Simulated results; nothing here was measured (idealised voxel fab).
process module | voxel tone inversion
cross-section cut | 265 nm wide | cells 5 nm
A cross-section is a grid of square cells, given in bands from the top down. A band is one or more rows of cells.
Each band's line starts with the height of the band's top and of its bottom, in nm. Then come its materials from left to right, each with its width in nm. One material with "throughout" fills the band from edge to edge. "air" is empty space.
Height 0 is the level under which the wafer as received is all one material. The lowest band goes on downwards, as in "0 down".
A width such as "30 to 40" changes by the same amount from each row of cells to the next, from the band's top row to its bottom row.
"no change" after a step means that no cell of the cross-section changed.
closed voids: empty space of 8 cells or more with no open way to the top, each as width x height at its distance from the left edge, in nm
after a step's settings: what the simulator itself notes on the step
overlay nm, on a step with a mask: how far to the right of its planned place the mask lay; to the left if negative
plan
1 op RECEIVE | material Si
2 op CONFORMAL_DEP | material SiCN | thk nm 5
3 op DIRECTIONAL_DEP | material aC | thk nm 20
4 op PATTERN | tone cover | mask id POSTS | material resist | width nm 20 | pitch nm 45 | thk nm 25 | overlay nm 0
5 op DIRECTIONAL_ETCH | etch materials aC | depth nm 20
6 op STRIP | etch materials resist
7 op FILL_DEP | material lowk | thk nm 5
8 op CMP | height nm 25
9 op STRIP | etch materials aC
10 op CONFORMAL_DEP | material TiN | thk nm 5
11 op FILL_DEP | material Ru | thk nm 5
12 op CMP | height nm 25
13 op CONFORMAL_DEP | material SiCN | thk nm 5
first wafer, as planned
as received, after step 1
  0 down: Si throughout
  closed voids: none
after step 2
  5 to 0: SiCN throughout
  below 0: unchanged
after step 3
  25 to 5: aC throughout
  below 5: unchanged
after step 4
  50 to 25: air 75 | resist 20 | air 25 | resist 20 | air 25 | resist 20 | air 80
  below 25: unchanged
after step 5
  30 to 25: air 75 | resist 20 | air 25 | resist 20 | air 25 | resist 20 | air 80
  25 to 5: air 75 | aC 20 | air 25 | aC 20 | air 25 | aC 20 | air 80
  below 5: unchanged
after step 6
  25 to 5: air 75 | aC 20 | air 25 | aC 20 | air 25 | aC 20 | air 80
  below 5: unchanged
after step 7
  30 to 25: lowk throughout
  25 to 5: lowk 75 | aC 20 | lowk 25 | aC 20 | lowk 25 | aC 20 | lowk 80
  below 5: unchanged
after step 8
  25 to 5: lowk 75 | aC 20 | lowk 25 | aC 20 | lowk 25 | aC 20 | lowk 80
  below 5: unchanged
after step 9
  25 to 5: lowk 75 | air 20 | lowk 25 | air 20 | lowk 25 | air 20 | lowk 80
  below 5: unchanged
after step 10
  30 to 25: TiN 80 | air 10 | TiN 35 | air 10 | TiN 35 | air 10 | TiN 85
  25 to 10: lowk 75 | TiN 5 | air 10 | TiN 5 | lowk 25 | TiN 5 | air 10 | TiN 5 | lowk 25 | TiN 5 | air 10 | TiN 5 | lowk 80
  10 to 5: lowk 75 | TiN 20 | lowk 25 | TiN 20 | lowk 25 | TiN 20 | lowk 80
  below 5: unchanged
after step 11
  35 to 30: Ru throughout
  30 to 25: TiN 80 | Ru 10 | TiN 35 | Ru 10 | TiN 35 | Ru 10 | TiN 85
  25 to 10: lowk 75 | TiN 5 | Ru 10 | TiN 5 | lowk 25 | TiN 5 | Ru 10 | TiN 5 | lowk 25 | TiN 5 | Ru 10 | TiN 5 | lowk 80
  below 10: unchanged
after step 12
  25 to 10: lowk 75 | TiN 5 | Ru 10 | TiN 5 | lowk 25 | TiN 5 | Ru 10 | TiN 5 | lowk 25 | TiN 5 | Ru 10 | TiN 5 | lowk 80
  below 10: unchanged
after step 13
  30 to 25: SiCN throughout
  below 25: unchanged
second wafer: like start, like plan, one mistake. Through step 10 it matches the first wafer
when step 11 should have ended
  35 to 30: lowk throughout
  30 to 25: TiN 80 | lowk 10 | TiN 35 | lowk 10 | TiN 35 | lowk 10 | TiN 85
  25 to 10: lowk 75 | TiN 5 | lowk 10 | TiN 5 | lowk 25 | TiN 5 | lowk 10 | TiN 5 | lowk 25 | TiN 5 | lowk 10 | TiN 5 | lowk 80
  below 10: unchanged
when step 12 should have ended
  25 to 10: lowk 75 | TiN 5 | lowk 10 | TiN 5 | lowk 25 | TiN 5 | lowk 10 | TiN 5 | lowk 25 | TiN 5 | lowk 10 | TiN 5 | lowk 80
  below 10: unchanged
when step 13 should have ended
  30 to 25: SiCN throughout
  below 25: unchanged
what went wrong: step 11 ran as: op FILL_DEP | material lowk | thk nm 5
at the end the second wafer has, in cells: 18 fewer of Ru | 18 more of lowk
